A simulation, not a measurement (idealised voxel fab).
process module | voxel ribs on slabs
cross-section cut | 190 nm wide | cells 5 nm
A cross-section is a grid of square cells, given in bands from the top down. A band is one or more rows of cells.
Each band's line starts with the height of the band's top and of its bottom, in nm. Then come its materials from left to right, each with its width in nm. One material with "throughout" fills the band from edge to edge. "air" is empty space.
Height 0 is the level under which the wafer as received is all one material. The lowest band goes on downwards, as in "0 down".
A width such as "30 to 40" changes by the same amount from each row of cells to the next, from the band's top row to its bottom row.
"no change" after a step means that no cell of the cross-section changed.
closed voids: empty space of 8 cells or more with no open way to the top, each as width x height at its distance from the left edge, in nm
after a step's settings: what the simulator itself notes on the step
overlay nm, on a step with a mask: how far to the right of its planned place the mask lay; to the left if negative
plan
1 op RECEIVE | material Si
2 op DIRECTIONAL_DEP | material SiO2 | thk nm 30
3 op DIRECTIONAL_DEP | material polySi | thk nm 20
4 op PATTERN | tone cover | mask id RIB | material resist | width nm 30 | thk nm 20 | overlay nm 0
5 op DIRECTIONAL_ETCH | etch materials polySi | depth nm 15
6 op STRIP | etch materials resist
7 op PATTERN | tone cover | mask id SLAB | material resist | width nm 80 | thk nm 15 | overlay nm -15
8 op DIRECTIONAL_ETCH | etch materials polySi | depth nm 5
9 op STRIP | etch materials resist
10 op FILL_DEP | material SiO2 | thk nm 20
11 op CMP | height nm 60
12 op DIRECTIONAL_DEP | material W | thk nm 5
13 op MASKED_ETCH | tone cover | mask id HEATER | width nm 40 | etch materials W | depth nm 5 | overlay nm 0
14 op CONFORMAL_DEP | material SiO2 | thk nm 5
varied across the wafers: overlay nm of step 7. The plan shows the first wafer's value. All wafers start alike
first wafer as received, after step 1
  0 down: Si throughout
  closed voids: none
first wafer at the end, after step 14
  70 to 65: air 70 | SiO2 50 | air 70
  65 to 60: SiO2 75 | W 40 | SiO2 75
  60 to 50: SiO2 throughout
  50 to 35: SiO2 80 | polySi 30 | SiO2 80
  35 to 30: SiO2 40 | polySi 80 | SiO2 70
  30 to 0: SiO2 throughout
  0 down: Si throughout
  closed voids: none
last wafer at the end
  70 to 65: air 70 | SiO2 50 | air 70
  65 to 60: SiO2 75 | W 40 | SiO2 75
  60 to 50: SiO2 throughout
  50 to 35: SiO2 80 | polySi 30 | SiO2 80
  35 to 30: SiO2 70 | polySi 80 | SiO2 40
  30 to 0: SiO2 throughout
  0 down: Si throughout
  closed voids: none
each wafer at the end: cells of each material gained (+) or lost (-) since it was received, then its closed voids
overlay nm -15 | +462 SiO2 | +8 W | +34 polySi | closed voids: none
overlay nm -10 | +462 SiO2 | +8 W | +34 polySi | closed voids: none
overlay nm -5 | +462 SiO2 | +8 W | +34 polySi | closed voids: none
overlay nm 0 | +462 SiO2 | +8 W | +34 polySi | closed voids: none
overlay nm 5 | +462 SiO2 | +8 W | +34 polySi | closed voids: none
overlay nm 10 | +462 SiO2 | +8 W | +34 polySi | closed voids: none
overlay nm 15 | +462 SiO2 | +8 W | +34 polySi | closed voids: none
